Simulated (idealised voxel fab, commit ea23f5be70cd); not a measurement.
process module | voxel local oxidation
We display cut, a cross-section 220 nm in width whose square cells are each 5 nm.
Reading order for cross-sections: top band down to bottom band. Underlying form: a grid of square cells. Band size: one or more rows of cells. Read a band's entry like this: the first values are the height of its top and the height of its bottom in nm, and what follows is the sequence of materials from left to right, each with its width in nm. Note that "air" is empty space, and that a single material marked "edge to edge" reaches across the band from edge to edge. Basically, 0 is our baseline, since under it the wafer straight out of the box is all one material. The bottom band has no lower end and keeps on going down, so it looks like "0 -> down". The two numbers in a width such as "30 to 40" mark its ends across the band: the first belongs to the top row of cells, the second to the bottom row, and from each row to the next the width moves by the same amount. Where a step carries "no modification", the cross-section came out of it unchanged, cell for cell. The entry titled "Fully enclosed voids" provides the empty spaces that have no open way to the top, restricted to those of 8 cells or more. Each is presented as width x height at distance, the distance being measured from the left edge, with all three in nm. Read whatever lies past the settings on a step's line as the simulator's own remark about the step. overlay nm: for a step with a mask, the amount by which the mask lay right of where it was planned; a negative amount means left of it.
Plan
1 RECEIVE | material Si
2 OXIDIZE | depth nm 5
3 CONFORMAL_DEP | material SiN | thk nm 15
4 PATTERN | tone cover | mask id ACTIVE | material resist | width nm 110 | thk nm 15 | overlay nm 0
5 DIRECTIONAL_ETCH | etch materials SiN | depth nm 15
6 STRIP | etch materials resist
7 SELECTIVE_ETCH | etch materials SiO2 | depth nm 5
8 OXIDIZE | depth nm 10
9 STRIP | etch materials SiN
Cross-section: wafer on arrival = after step 1
  0 -> down  Si edge to edge
  Fully enclosed voids: none
Wafer cross-section at end of module: start and plan as shown above, one execution error
  0 -> -5  55 air / 110 SiO2 / 55 air
  -5 -> -15  65 SiO2 / 90 Si / 65 SiO2
  -15 -> down  Si edge to edge
  Fully enclosed voids: none
It is concluded that the wafer was processed incorrectly with respect to the plan, in that step 4 off recipe, ran as PATTERN | tone cover | mask id ACTIVE | material resist | width nm 120 | thk nm 15 | overlay nm 0
